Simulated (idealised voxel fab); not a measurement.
The following is a process module called voxel self aligned vias.
Shown is cross-section cut, with a width of 280 nm and square cells of size 5 nm.
How to read a cross-section here: the picture is a grid of square cells, written as bands going from the top down, and any band can span one or more rows of cells.
This entry defines a band. It first specifies the height of the band's top and the height of its bottom in nm, and then specifies the band's materials from left to right, stating each material with its width in nm. The word "full width" identifies a single material that fills the band from edge to edge, while the word "air" identifies empty space.
Heights are measured from 0, the level below which the as-received wafer is all one material; the lowest band has no bottom and continues downward, written as in "top 0, no bottom".
Top row gets the first number, bottom row gets the second, and each row in between changes by the same step: that is how a band width like "30 to 40" works.
Reading "nothing got changed" for a step: not a cell of the cross-section changed in it.
For the entry "Enclosed void list", the listed items are empty spaces with no open way to the top whose size is 8 cells or more; each item follows the pattern width x height at distance, where distance is from the left edge and all three are in nm.
What comes after the settings on a step's line is commentary from the simulator itself on that step.
overlay nm: for a step with a mask, the amount by which the mask lay right of where it was planned; a negative amount means left of it.

PROCESS STEPS - PLAN
- 1: RECEIVE with material Si
- 2: CONFORMAL_DEP with material SiO2, thk nm 10
- 3: CONFORMAL_DEP with material SiCN, thk nm 5
- 4: DIRECTIONAL_DEP with material lowk, thk nm 20
- 5: MASKED_ETCH with tone open, mask id LINES, width nm 20, pitch nm 65, etch materials lowk, depth nm 20, overlay nm 0
- 6: CONFORMAL_DEP with material TiN, thk nm 5
- 7: FILL_DEP with material W, thk nm 10
- 8: CMP with height nm 35
- 9: SELECTIVE_ETCH with etch materials W Ru TiN, depth nm 5
- 10: FILL_DEP with material SiN, thk nm 10
- 11: CMP with height nm 35
- 12: DIRECTIONAL_DEP with material lowk, thk nm 20
- 13: PATTERN with tone open, mask id VIAS, material resist, width nm 40, thk nm 15, overlay nm 0
- 14: DIRECTIONAL_ETCH with etch materials lowk, depth nm 20
- 15: DIRECTIONAL_ETCH with etch materials SiN, depth nm 5
- 16: STRIP with etch materials resist
- 17: CONFORMAL_DEP with material TiN, thk nm 5
- 18: FILL_DEP with material Ru, thk nm 5
- 19: CMP with height nm 55
- 20: CONFORMAL_DEP with material SiN, thk nm 5

INCOMING WAFER, CROSS-SECTIONAL VIEW, POST STEP 1
	top 0, no bottom = Si full width
	Enclosed void list: none

CROSS-SECTION: FIRST OF TWO WAFERS, MODULE FINISHED, RUN ACCORDING TO PLAN
	top 60, bottom 55 = SiN full width
	top 55, bottom 40 = lowk: 85; TiN: 5; Ru: 30; TiN: 5; lowk: 155
	top 40, bottom 35 = lowk: 85; TiN: 15; Ru: 10; TiN: 15; lowk: 155
	top 35, bottom 30 = lowk: 95; TiN: 20; lowk: 45; SiN: 20; lowk: 100
	top 30, bottom 20 = lowk: 95; TiN: 5; W: 10; TiN: 5; lowk: 45; TiN: 5; W: 10; TiN: 5; lowk: 100
	top 20, bottom 15 = lowk: 95; TiN: 20; lowk: 45; TiN: 20; lowk: 100
	top 15, bottom 10 = SiCN full width
	top 10, bottom 0 = SiO2 full width
	top 0, no bottom = Si full width
	Enclosed void list: none

SECOND WAFER AT THE END: LIKE START, LIKE PLAN, ONE MISTAKE
	top 60, bottom 55 = SiN full width
	top 55, bottom 35 = lowk: 85; TiN: 5; Ru: 30; TiN: 5; lowk: 155
	top 35, bottom 30 = lowk: 85; TiN: 40; lowk: 35; SiN: 20; lowk: 100
	top 30, bottom 20 = lowk: 85; TiN: 15; W: 10; TiN: 15; lowk: 35; TiN: 5; W: 10; TiN: 5; lowk: 100
	top 20, bottom 15 = lowk: 85; TiN: 40; lowk: 35; TiN: 20; lowk: 100
	top 15, bottom 10 = SiCN full width
	top 10, bottom 0 = SiO2 full width
	top 0, no bottom = Si full width
	Enclosed void list: none
Plan not followed: step 14 of the plan was executed twice over
Final tally in cells, some materials are higher or lower on the second wafer than on the first: 4 more of Ru | 12 more of TiN | 16 fewer of lowk
